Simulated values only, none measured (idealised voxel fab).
Process module, titled voxel released beams
Shown is cross-section cut, with a width of 205 nm and square cells of size 5 nm.
Reading order for cross-sections: top band down to bottom band. Underlying form: a grid of square cells. Band size: one or more rows of cells. First you get the band's top height and its bottom height, in nm, and then the materials it's made of, left to right, with each width in nm. If you see a single material with "everywhere", that one covers the band edge to edge. "blank" is empty space. Heights are expressed relative to 0, this being the level below which the as-received wafer comprises one material exclusively. The lowest band is unbounded in the downward direction and is denoted as in "0 -> down". It should be noted that a width expressed as "30->40" varies in equal increments from row to row of cells within the band, taking the value of the first number at the top row and that of the second number at the bottom row. "identical to before" means the step left every cell of the cross-section as it was. Entry "Enclosed internal cavities" = empty spaces >= 8 cells with no open way to the top; each as width x height at distance, distance from left edge, all nm. Step line, after settings: the simulator's comment on this step. "overlay nm", when on a step's line for a step with a mask, measures how far to the right of its planned place the mask lay; a negative measure means to the left.
So here's the lineup of process steps we planned:
1. RECEIVE (material Si)
2. CONFORMAL_DEP (material SiN; thk nm 5)
3. DIRECTIONAL_DEP (material SiO2; thk nm 20)
4. MASKED_ETCH (tone open; mask id ANCHOR; width nm 25; etch materials SiO2; depth nm 20; overlay nm 0)
5. CONFORMAL_DEP (material polySi; thk nm 5)
6. PATTERN (tone cover; mask id BEAM; material resist; width nm 80; thk nm 20; overlay nm 0)
7. DIRECTIONAL_ETCH (etch materials polySi; depth nm 10)
8. STRIP (etch materials resist)
9. STRIP (etch materials SiO2)
Variable across wafers: step 5 thk nm (plan value is that of the first wafer; starting state common to all).
Cross-sectional view of the first of several wafers in the as-received condition, corresponding to the state following step 1:
0 -> down = Si everywhere
Enclosed internal cavities: none
So in this table every wafer gets its own row, and what you see is where it stands at the end of the module: for each material, how many cells it picked up (+) or gave up (-) since we received it, and after that its closed voids:
thk nm 5, +41 SiN, +24 polySi, Enclosed internal cavities: none
thk nm 10, +41 SiN, +48 polySi, Enclosed internal cavities: none
thk nm 15, +41 SiN, +144 SiO2, +93 polySi, Enclosed internal cavities: none
thk nm 20, +41 SiN, +144 SiO2, +134 polySi, Enclosed internal cavities: none
thk nm 25, +41 SiN, +144 SiO2, +175 polySi, Enclosed internal cavities: none
